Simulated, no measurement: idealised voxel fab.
process module | voxel self aligned contacts
cross-section cut | 240 nm wide | cells 5 nm
A cross-section is a grid of square cells, given in bands from the top down. A band is one or more rows of cells.
Each band's line starts with the height of the band's top and of its bottom, in nm. Then come its materials from left to right, each with its width in nm. One material with "throughout" fills the band from edge to edge. "air" is empty space.
Height 0 is the level under which the wafer as received is all one material. The lowest band goes on downwards, as in "0 down".
A width such as "30 to 40" changes by the same amount from each row of cells to the next, from the band's top row to its bottom row.
"no change" after a step means that no cell of the cross-section changed.
closed voids: empty space of 8 cells or more with no open way to the top, each as width x height at its distance from the left edge, in nm
after a step's settings: what the simulator itself notes on the step
overlay nm, on a step with a mask: how far to the right of its planned place the mask lay; to the left if negative
plan
1 op RECEIVE | material Si
2 op CONFORMAL_DEP | material SiO2 | thk nm 5
3 op DIRECTIONAL_DEP | material polySi | thk nm 25
4 op DIRECTIONAL_DEP | material SiN | thk nm 20
5 op DIRECTIONAL_DEP | material aC | thk nm 15
6 op PATTERN | tone cover | mask id GATE | material resist | width nm 35 | pitch nm 60 | thk nm 30 | overlay nm 0
7 op DIRECTIONAL_ETCH | etch materials aC | depth nm 15
8 op STRIP | etch materials resist
9 op DIRECTIONAL_ETCH | etch materials SiN | depth nm 20
10 op DIRECTIONAL_ETCH | etch materials polySi | depth nm 25
11 op STRIP | etch materials aC
12 op CONFORMAL_DEP | material SiN | thk nm 5
13 op DIRECTIONAL_ETCH | etch materials SiN | depth nm 5
14 op FILL_DEP | material SiO2 | thk nm 15
15 op CMP | height nm 55
16 op PATTERN | tone open | mask id CONTACT | material resist | width nm 45 | thk nm 15 | overlay nm 0
17 op DIRECTIONAL_ETCH | etch materials SiO2 | depth nm 55
18 op STRIP | etch materials resist
19 op CONFORMAL_DEP | material TiN | thk nm 5
20 op FILL_DEP | material W | thk nm 5
21 op CMP | height nm 55
22 op CONFORMAL_DEP | material SiN | thk nm 5
as received, after step 1
  0 down: Si throughout
  closed voids: none
a wafer at the end: this start, this plan, one mistake
  65 to 60: SiN throughout
  60 to 55: TiN 100 | W 35 | TiN 105
  55 to 50: SiO2 95 | TiN 20 | W 5 | TiN 20 | SiO2 100
  50 to 30: SiO2 65 | SiN 45 | TiN 5 | W 5 | TiN 5 | SiN 45 | SiO2 70
  30 to 5: SiO2 65 | SiN 5 | polySi 35 | SiN 5 | TiN 5 | W 5 | TiN 5 | SiN 5 | polySi 35 | SiN 5 | SiO2 70
  5 to 0: SiO2 110 | TiN 15 | SiO2 115
  0 down: Si throughout
  closed voids: none
what went wrong: step 21 ran as: op CMP | height nm 60
